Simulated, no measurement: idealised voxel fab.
voxel self aligned contacts: a process module
The figure presents cross-section cut, which has a width of 160 nm and is divided into square cells with an edge length of 5 nm.
The cross-sections in this document take the form of a grid made of square cells. They are written out as bands, in order from top to bottom. Each band consists of one or more rows of cells. Band: top height; bottom height; in nm. Then, left to right: material with width in nm, for each material. "all across": a single material spanning edge to edge. "empty": empty space. Note: height 0 marks the level under which the wafer is uniformly one material as received. Lowest band unbounded below, written "0 -> down". Width "30 to 40": first value at the band's top row of cells, second value at its bottom row, equal change from row to row. Reading "remained the same" for a step: not a cell of the cross-section changed in it. Enclosed voids (no open way to top), threshold 8 cells or more, entry "Closed internal cavities", notation width x height at distance, distance from left edge, nm. That trailing text on a step's line, after the settings, is the simulator's own remark on the step. When a step includes a mask, the "overlay nm" setting on its line states how far to the right of its planned place that mask lay, and negative values state how far to the left.

STEPS IN THE PROCESS PLAN
1 RECEIVE [material Si]
2 OXIDIZE [depth nm 5]
3 DIRECTIONAL_DEP [material polySi] [thk nm 30]
4 DIRECTIONAL_DEP [material SiN] [thk nm 25]
5 DIRECTIONAL_DEP [material aC] [thk nm 15]
6 PATTERN [tone cover] [mask id GATE] [material resist] [width nm 25] [pitch nm 65] [thk nm 35] [overlay nm 0]
7 DIRECTIONAL_ETCH [etch materials aC] [depth nm 15]
8 STRIP [etch materials resist]
9 DIRECTIONAL_ETCH [etch materials SiN] [depth nm 25]
10 DIRECTIONAL_ETCH [etch materials polySi] [depth nm 30]
11 STRIP [etch materials aC]
12 CONFORMAL_DEP [material SiN] [thk nm 10]
13 DIRECTIONAL_ETCH [etch materials SiN] [depth nm 10]
14 FILL_DEP [material SiO2] [thk nm 20]
15 CMP [height nm 65]
16 MASKED_ETCH [tone open] [mask id CONTACT] [width nm 50] [etch materials SiO2] [depth nm 70] [overlay nm 0]
17 CONFORMAL_DEP [material TiN] [thk nm 5]
18 FILL_DEP [material Ru] [thk nm 5]
19 CMP [height nm 65]
20 CONFORMAL_DEP [material SiN] [thk nm 5]

THE FIRST OF TWO WAFERS, RUN AS PLANNED

THIS IS THE CROSS-SECTION OF THE WAFER AS WE RECEIVED IT, I.E. AFTER STEP 1
> 0 -> down | Si all across
> Closed internal cavities: none

CROSS-SECTIONAL REPRESENTATION OF THE WAFER AT THE CONCLUSION OF STEP 2
> 0 -> -5 | SiO2 all across
> Below -5 it's all the same as before, nothing changed down there.

CROSS-SECTIONAL REPRESENTATION OF THE WAFER AT THE CONCLUSION OF STEP 3
> 30 -> 0 | polySi all across
> Below 0 it's all the same as before, nothing changed down there.

CROSS-SECTIONAL REPRESENTATION OF THE WAFER AT THE CONCLUSION OF STEP 4
> 55 -> 30 | SiN all across
> Below 30 it's all the same as before, nothing changed down there.

CROSS-SECTIONAL REPRESENTATION OF THE WAFER AT THE CONCLUSION OF STEP 5
> 70 -> 55 | aC all across
> Below 55 it's all the same as before, nothing changed down there.

CROSS-SECTIONAL REPRESENTATION OF THE WAFER AT THE CONCLUSION OF STEP 6
> 105 -> 70 | 35 nm empty | 25 nm resist | 40 nm empty | 25 nm resist | 35 nm empty
> Below 70 it's all the same as before, nothing changed down there.

CROSS-SECTIONAL REPRESENTATION OF THE WAFER AT THE CONCLUSION OF STEP 7
> 90 -> 70 | 35 nm empty | 25 nm resist | 40 nm empty | 25 nm resist | 35 nm empty
> 70 -> 55 | 35 nm empty | 25 nm aC | 40 nm empty | 25 nm aC | 35 nm empty
> Below 55 it's all the same as before, nothing changed down there.

CROSS-SECTIONAL REPRESENTATION OF THE WAFER AT THE CONCLUSION OF STEP 8
> 70 -> 55 | 35 nm empty | 25 nm aC | 40 nm empty | 25 nm aC | 35 nm empty
> Below 55 it's all the same as before, nothing changed down there.

CROSS-SECTIONAL REPRESENTATION OF THE WAFER AT THE CONCLUSION OF STEP 9
> 70 -> 55 | 35 nm empty | 25 nm aC | 40 nm empty | 25 nm aC | 35 nm empty
> 55 -> 30 | 35 nm empty | 25 nm SiN | 40 nm empty | 25 nm SiN | 35 nm empty
> Below 30 it's all the same as before, nothing changed down there.

CROSS-SECTIONAL REPRESENTATION OF THE WAFER AT THE CONCLUSION OF STEP 10
> 70 -> 55 | 35 nm empty | 25 nm aC | 40 nm empty | 25 nm aC | 35 nm empty
> 55 -> 30 | 35 nm empty | 25 nm SiN | 40 nm empty | 25 nm SiN | 35 nm empty
> 30 -> 0 | 35 nm empty | 25 nm polySi | 40 nm empty | 25 nm polySi | 35 nm empty
> Below 0 it's all the same as before, nothing changed down there.

CROSS-SECTIONAL REPRESENTATION OF THE WAFER AT THE CONCLUSION OF STEP 11
> 55 -> 30 | 35 nm empty | 25 nm SiN | 40 nm empty | 25 nm SiN | 35 nm empty
> Below 30 it's all the same as before, nothing changed down there.

CROSS-SECTIONAL REPRESENTATION OF THE WAFER AT THE CONCLUSION OF STEP 12
> 65 -> 30 | 25 nm empty | 45 nm SiN | 20 nm empty | 45 nm SiN | 25 nm empty
> 30 -> 10 | 25 nm empty | 10 nm SiN | 25 nm polySi | 10 nm SiN | 20 nm empty | 10 nm SiN | 25 nm polySi | 10 nm SiN | 25 nm empty
> 10 -> 0 | 35 nm SiN | 25 nm polySi | 40 nm SiN | 25 nm polySi | 35 nm SiN
> Below 0 it's all the same as before, nothing changed down there.

CROSS-SECTIONAL REPRESENTATION OF THE WAFER AT THE CONCLUSION OF STEP 13
> 55 -> 30 | 25 nm empty | 45 nm SiN | 20 nm empty | 45 nm SiN | 25 nm empty
> 30 -> 0 | 25 nm empty | 10 nm SiN | 25 nm polySi | 10 nm SiN | 20 nm empty | 10 nm SiN | 25 nm polySi | 10 nm SiN | 25 nm empty
> Below 0 it's all the same as before, nothing changed down there.

CROSS-SECTIONAL REPRESENTATION OF THE WAFER AT THE CONCLUSION OF STEP 14
> 75 -> 55 | SiO2 all across
> 55 -> 30 | 25 nm SiO2 | 45 nm SiN | 20 nm SiO2 | 45 nm SiN | 25 nm SiO2
> 30 -> 0 | 25 nm SiO2 | 10 nm SiN | 25 nm polySi | 10 nm SiN | 20 nm SiO2 | 10 nm SiN | 25 nm polySi | 10 nm SiN | 25 nm SiO2
> Below 0 it's all the same as before, nothing changed down there.

CROSS-SECTIONAL REPRESENTATION OF THE WAFER AT THE CONCLUSION OF STEP 15
> 65 -> 55 | SiO2 all across
> Below 55 it's all the same as before, nothing changed down there.

CROSS-SECTIONAL REPRESENTATION OF THE WAFER AT THE CONCLUSION OF STEP 16
> 65 -> 55 | 55 nm SiO2 | 50 nm empty | 55 nm SiO2
> 55 -> 30 | 25 nm SiO2 | 45 nm SiN | 20 nm empty | 45 nm SiN | 25 nm SiO2
> 30 -> 0 | 25 nm SiO2 | 10 nm SiN | 25 nm polySi | 10 nm SiN | 20 nm empty | 10 nm SiN | 25 nm polySi | 10 nm SiN | 25 nm SiO2
> 0 -> -5 | 70 nm SiO2 | 20 nm empty | 70 nm SiO2
> Below -5 it's all the same as before, nothing changed down there.

CROSS-SECTIONAL REPRESENTATION OF THE WAFER AT THE CONCLUSION OF STEP 17
> 70 -> 65 | 60 nm TiN | 40 nm empty | 60 nm TiN
> 65 -> 55 | 55 nm SiO2 | 5 to 20 nm TiN | 40 to 10 nm empty | 5 to 20 nm TiN | 55 nm SiO2
> 55 -> 30 | 25 nm SiO2 | 45 nm SiN | 5 nm TiN | 10 nm empty | 5 nm TiN | 45 nm SiN | 25 nm SiO2
> 30 -> 0 | 25 nm SiO2 | 10 nm SiN | 25 nm polySi | 10 nm SiN | 5 nm TiN | 10 nm empty | 5 nm TiN | 10 nm SiN | 25 nm polySi | 10 nm SiN | 25 nm SiO2
> 0 -> -5 | 70 nm SiO2 | 20 nm TiN | 70 nm SiO2
> Below -5 it's all the same as before, nothing changed down there.

CROSS-SECTIONAL REPRESENTATION OF THE WAFER AT THE CONCLUSION OF STEP 18
> 75 -> 70 | Ru all across
> 70 -> 65 | 60 nm TiN | 40 nm Ru | 60 nm TiN
> 65 -> 55 | 55 nm SiO2 | 5 to 20 nm TiN | 40 to 10 nm Ru | 5 to 20 nm TiN | 55 nm SiO2
> 55 -> 30 | 25 nm SiO2 | 45 nm SiN | 5 nm TiN | 10 nm Ru | 5 nm TiN | 45 nm SiN | 25 nm SiO2
> 30 -> 0 | 25 nm SiO2 | 10 nm SiN | 25 nm polySi | 10 nm SiN | 5 nm TiN | 10 nm Ru | 5 nm TiN | 10 nm SiN | 25 nm polySi | 10 nm SiN | 25 nm SiO2
> Below 0 it's all the same as before, nothing changed down there.

CROSS-SECTIONAL REPRESENTATION OF THE WAFER AT THE CONCLUSION OF STEP 19
> 65 -> 55 | 55 nm SiO2 | 5 to 20 nm TiN | 40 to 10 nm Ru | 5 to 20 nm TiN | 55 nm SiO2
> Below 55 it's all the same as before, nothing changed down there.

CROSS-SECTIONAL REPRESENTATION OF THE WAFER AT THE CONCLUSION OF STEP 20
> 70 -> 65 | SiN all across
> Below 65 it's all the same as before, nothing changed down there.

THE SECOND WAFER BEGAN EXACTLY AS THE FIRST DID AND FOLLOWED THE SAME PLAN, BUT ONE MISTAKE WAS MADE WHILE RUNNING IT; THROUGH STEP 15 INCLUSIVE, THE TWO WAFERS ARE IDENTICAL

CROSS-SECTION OF THE SECOND WAFER AT THE TIME STEP 16 OF THE PLAN SHOULD HAVE ENDED
> 65 -> 55 | 55 nm empty | 50 nm SiO2 | 55 nm empty
> 55 -> 30 | 25 nm empty | 45 nm SiN | 20 nm SiO2 | 45 nm SiN | 25 nm empty
> 30 -> 0 | 25 nm empty | 10 nm SiN | 25 nm polySi | 10 nm SiN | 20 nm SiO2 | 10 nm SiN | 25 nm polySi | 10 nm SiN | 25 nm empty
> 0 -> -5 | 25 nm empty | 110 nm SiO2 | 25 nm empty
> Below -5 it's all the same as before, nothing changed down there.

CROSS-SECTION OF THE SECOND WAFER AT THE TIME STEP 17 OF THE PLAN SHOULD HAVE ENDED
> 70 -> 65 | 50 nm empty | 60 nm TiN | 50 nm empty
> 65 -> 55 | 50 to 20 nm empty | 5 to 35 nm TiN | 50 nm SiO2 | 5 to 35 nm TiN | 50 to 20 nm empty
> 55 -> 30 | 20 nm empty | 5 nm TiN | 45 nm SiN | 20 nm SiO2 | 45 nm SiN | 5 nm TiN | 20 nm empty
> 30 -> 0 | 20 nm empty | 5 nm TiN | 10 nm SiN | 25 nm polySi | 10 nm SiN | 20 nm SiO2 | 10 nm SiN | 25 nm polySi | 10 nm SiN | 5 nm TiN | 20 nm empty
> 0 -> -5 | 25 nm TiN | 110 nm SiO2 | 25 nm TiN
> Below -5 it's all the same as before, nothing changed down there.

CROSS-SECTION OF THE SECOND WAFER AT THE TIME STEP 18 OF THE PLAN SHOULD HAVE ENDED
> 75 -> 70 | Ru all across
> 70 -> 65 | 50 nm Ru | 60 nm TiN | 50 nm Ru
> 65 -> 55 | 50 to 20 nm Ru | 5 to 35 nm TiN | 50 nm SiO2 | 5 to 35 nm TiN | 50 to 20 nm Ru
> 55 -> 30 | 20 nm Ru | 5 nm TiN | 45 nm SiN | 20 nm SiO2 | 45 nm SiN | 5 nm TiN | 20 nm Ru
> 30 -> 0 | 20 nm Ru | 5 nm TiN | 10 nm SiN | 25 nm polySi | 10 nm SiN | 20 nm SiO2 | 10 nm SiN | 25 nm polySi | 10 nm SiN | 5 nm TiN | 20 nm Ru
> Below 0 it's all the same as before, nothing changed down there.

CROSS-SECTION OF THE SECOND WAFER AT THE TIME STEP 19 OF THE PLAN SHOULD HAVE ENDED
> 65 -> 55 | 50 to 20 nm Ru | 5 to 35 nm TiN | 50 nm SiO2 | 5 to 35 nm TiN | 50 to 20 nm Ru
> Below 55 it's all the same as before, nothing changed down there.

CROSS-SECTION OF THE SECOND WAFER AT THE TIME STEP 20 OF THE PLAN SHOULD HAVE ENDED
> 70 -> 65 | SiN all across
> Below 65 it's all the same as before, nothing changed down there.
It is concluded that the wafer was processed incorrectly with respect to the plan, in that for step 16, the planned setting was not used; the step was instead run as MASKED_ETCH [tone cover] [mask id CONTACT] [width nm 50] [etch materials SiO2] [depth nm 70] [overlay nm 0]
At the finish, the second wafer shows more or fewer cells for some materials than the first does: Ru: 84 more, SiO2: 96 fewer, TiN: 12 more
